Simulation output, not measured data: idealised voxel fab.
Process module under the name voxel wiring stack
We display cut, a cross-section 195 nm in width whose square cells are each 5 nm.
Bands, listed from the top down, are how a cross-section gets written in this document; the cross-section itself is a grid of square cells, and a band is one or more rows of them.
Top height, bottom height, nm. Materials left to right, width each, nm. Single material + "everywhere" = fills band edge to edge. "empty" = empty.
Heads up on the height convention: 0 is the point under which the incoming wafer is all one material, and the lowest band has no bottom, it just keeps going down, like "0 nm and below".
A width given as "30 to 40" starts at the first number in the band's top row and ends at the second number in its bottom row, shifting by an equal amount at every step from row to row.
Given "no alteration" for a step, no cell of the cross-section differs between before and after that step.
This entry, "Closed voids list", enumerates those empty regions of no fewer than 8 cells that possess no open connection to the top. Each region is reported in the form width x height at distance, the distance being taken from the left edge, with all three quantities expressed in nm.
Post-settings text on a step line: simulator's own remark regarding the step.
On any step carrying a mask, the "overlay nm" setting, if present on the step's line, tells how far right of its planned place the mask lay; negative values point to the left.
# Process steps (planned)
step 1: RECEIVE with material Si
step 2: CONFORMAL_DEP with material SiO2, thk nm 10
step 3: CONFORMAL_DEP with material SiCN, thk nm 5
step 4: DIRECTIONAL_DEP with material lowk, thk nm 20
step 5: MASKED_ETCH with tone open, mask id METAL_1, width nm 25, pitch nm 45, etch materials lowk, depth nm 20, overlay nm 0
step 6: MASKED_ETCH with tone open, mask id METAL_1, width nm 25, pitch nm 45, etch materials SiCN, depth nm 5, overlay nm 0
step 7: CONFORMAL_DEP with material TiN, thk nm 5
step 8: FILL_DEP with material Ru, thk nm 5
step 9: CMP with height nm 35
step 10: CONFORMAL_DEP with material SiCN, thk nm 5
step 11: DIRECTIONAL_DEP with material SiO2, thk nm 35
step 12: MASKED_ETCH with tone open, mask id METAL_2_HOLES, width nm 15, pitch nm 45, etch materials SiO2, depth nm 35, overlay nm 0
step 13: DIRECTIONAL_DEP with material aC, thk nm 15
step 14: PATTERN with tone open, mask id METAL_2, material resist, width nm 25, pitch nm 45, thk nm 30, overlay nm 0
step 15: DIRECTIONAL_ETCH with etch materials aC, depth nm 15
step 16: STRIP with etch materials resist
step 17: DIRECTIONAL_ETCH with etch materials SiO2, depth nm 20
step 18: DIRECTIONAL_ETCH with etch materials SiCN, depth nm 5
step 19: STRIP with etch materials aC
step 20: CONFORMAL_DEP with material TiN, thk nm 5
step 21: FILL_DEP with material Cu, thk nm 5
step 22: CMP with height nm 75
step 23: CONFORMAL_DEP with material SiCN, thk nm 5
step 24: DIRECTIONAL_DEP with material SiO2, thk nm 10
step 25: DIRECTIONAL_DEP with material aC, thk nm 10
step 26: PATTERN with tone open, mask id PLUG_2, material resist, width nm 15, pitch nm 90, thk nm 25, overlay nm 0
step 27: DIRECTIONAL_ETCH with etch materials aC, depth nm 10
step 28: STRIP with etch materials resist
step 29: DIRECTIONAL_ETCH with etch materials SiO2, depth nm 10
step 30: DIRECTIONAL_ETCH with etch materials SiCN, depth nm 5
step 31: STRIP with etch materials aC
step 32: CONFORMAL_DEP with material TiN, thk nm 5
step 33: FILL_DEP with material Cu, thk nm 5
step 34: CMP with height nm 90
step 35: DIRECTIONAL_DEP with material TiN, thk nm 5
step 36: DIRECTIONAL_DEP with material W, thk nm 20
step 37: MASKED_ETCH with tone cover, mask id METAL_3, width nm 25, pitch nm 45, etch materials W, depth nm 20, overlay nm 0
step 38: MASKED_ETCH with tone cover, mask id METAL_3, width nm 25, pitch nm 45, etch materials TiN, depth nm 5, overlay nm 0
step 39: CONFORMAL_DEP with material SiCN, thk nm 5
step 40: FILL_DEP with material SiO2, thk nm 10
step 41: CMP with height nm 115
step 42: CONFORMAL_DEP with material SiN, thk nm 5
# As received (post step 1): cross-section
* 0 nm and below | Si everywhere
* Closed voids list: none
# As-planned run: cross-section of the first of two wafers at end of module
* 120 nm to 115 nm | SiN everywhere
* 115 nm to 95 nm | 35 nm SiO2, then 5 nm SiCN, then 25 nm W, then 5 nm SiCN, then 10 nm SiO2, then 5 nm SiCN, then 25 nm W, then 5 nm SiCN, then 10 nm SiO2, then 5 nm SiCN, then 25 nm W, then 5 nm SiCN, then 35 nm SiO2
* 95 nm to 90 nm | 40 nm SiCN, then 25 nm TiN, then 20 nm SiCN, then 25 nm TiN, then 20 nm SiCN, then 25 nm TiN, then 40 nm SiCN
* 90 nm to 80 nm | 40 nm SiO2, then 5 nm TiN, then 5 nm Cu, then 5 nm TiN, then 75 nm SiO2, then 5 nm TiN, then 5 nm Cu, then 5 nm TiN, then 50 nm SiO2
* 80 nm to 75 nm | 40 nm SiCN, then 15 nm TiN, then 75 nm SiCN, then 15 nm TiN, then 50 nm SiCN
* 75 nm to 60 nm | 40 nm SiO2, then 5 nm TiN, then 15 nm Cu, then 5 nm TiN, then 20 nm SiO2, then 5 nm TiN, then 15 nm Cu, then 5 nm TiN, then 20 nm SiO2, then 5 nm TiN, then 15 nm Cu, then 5 nm TiN, then 40 nm SiO2
* 60 nm to 55 nm | 40 nm SiO2, then 5 nm TiN, then 5 nm Cu, then 15 nm TiN, then 20 nm SiO2, then 5 nm TiN, then 5 nm Cu, then 15 nm TiN, then 20 nm SiO2, then 5 nm TiN, then 5 nm Cu, then 15 nm TiN, then 40 nm SiO2
* 55 nm to 40 nm | 40 nm SiO2, then 5 nm TiN, then 5 nm Cu, then 5 nm TiN, then 30 nm SiO2, then 5 nm TiN, then 5 nm Cu, then 5 nm TiN, then 30 nm SiO2, then 5 nm TiN, then 5 nm Cu, then 5 nm TiN, then 50 nm SiO2
* 40 nm to 35 nm | 40 nm SiCN, then 15 nm TiN, then 30 nm SiCN, then 15 nm TiN, then 30 nm SiCN, then 15 nm TiN, then 50 nm SiCN
* 35 nm to 15 nm | 40 nm lowk, then 5 nm TiN, then 15 nm Ru, then 5 nm TiN, then 20 nm lowk, then 5 nm TiN, then 15 nm Ru, then 5 nm TiN, then 20 nm lowk, then 5 nm TiN, then 15 nm Ru, then 5 nm TiN, then 40 nm lowk
* 15 nm to 10 nm | 40 nm SiCN, then 25 nm TiN, then 20 nm SiCN, then 25 nm TiN, then 20 nm SiCN, then 25 nm TiN, then 40 nm SiCN
* 10 nm to 0 nm | SiO2 everywhere
* 0 nm and below | Si everywhere
* Closed voids list: none
# Same start, same plan as the first wafer - but one mistake in the run. Cross-section of the second of the two at the end of the module
* 120 nm to 115 nm | SiN everywhere
* 115 nm to 95 nm | 35 nm SiO2, then 5 nm SiCN, then 25 nm W, then 5 nm SiCN, then 10 nm SiO2, then 5 nm SiCN, then 25 nm W, then 5 nm SiCN, then 10 nm SiO2, then 5 nm SiCN, then 25 nm W, then 5 nm SiCN, then 35 nm SiO2
* 95 nm to 90 nm | 40 nm SiCN, then 25 nm TiN, then 20 nm SiCN, then 25 nm TiN, then 20 nm SiCN, then 25 nm TiN, then 40 nm SiCN
* 90 nm to 80 nm | 45 nm SiO2, then 5 nm TiN, then 5 nm Cu, then 5 nm TiN, then 75 nm SiO2, then 5 nm TiN, then 5 nm Cu, then 5 nm TiN, then 45 nm SiO2
* 80 nm to 75 nm | 45 nm SiCN, then 15 nm TiN, then 75 nm SiCN, then 15 nm TiN, then 45 nm SiCN
* 75 nm to 60 nm | 40 nm SiO2, then 5 nm TiN, then 15 nm Cu, then 5 nm TiN, then 20 nm SiO2, then 5 nm TiN, then 15 nm Cu, then 5 nm TiN, then 20 nm SiO2, then 5 nm TiN, then 15 nm Cu, then 5 nm TiN, then 40 nm SiO2
* 60 nm to 55 nm | 40 nm SiO2, then 5 nm TiN, then 5 nm Cu, then 15 nm TiN, then 20 nm SiO2, then 5 nm TiN, then 5 nm Cu, then 15 nm TiN, then 20 nm SiO2, then 5 nm TiN, then 5 nm Cu, then 15 nm TiN, then 40 nm SiO2
* 55 nm to 40 nm | 40 nm SiO2, then 5 nm TiN, then 5 nm Cu, then 5 nm TiN, then 30 nm SiO2, then 5 nm TiN, then 5 nm Cu, then 5 nm TiN, then 30 nm SiO2, then 5 nm TiN, then 5 nm Cu, then 5 nm TiN, then 50 nm SiO2
* 40 nm to 35 nm | 40 nm SiCN, then 15 nm TiN, then 30 nm SiCN, then 15 nm TiN, then 30 nm SiCN, then 15 nm TiN, then 50 nm SiCN
* 35 nm to 15 nm | 40 nm lowk, then 5 nm TiN, then 15 nm Ru, then 5 nm TiN, then 20 nm lowk, then 5 nm TiN, then 15 nm Ru, then 5 nm TiN, then 20 nm lowk, then 5 nm TiN, then 15 nm Ru, then 5 nm TiN, then 40 nm lowk
* 15 nm to 10 nm | 40 nm SiCN, then 25 nm TiN, then 20 nm SiCN, then 25 nm TiN, then 20 nm SiCN, then 25 nm TiN, then 40 nm SiCN
* 10 nm to 0 nm | SiO2 everywhere
* 0 nm and below | Si everywhere
* Closed voids list: none
Where did the run depart from the plan? contrary to plan, step 26 was performed as PATTERN with tone open, mask id PLUG_2, material resist, width nm 15, pitch nm 90, thk nm 25, overlay nm 5
Both wafers, final: cells per material equal; arrangement not.
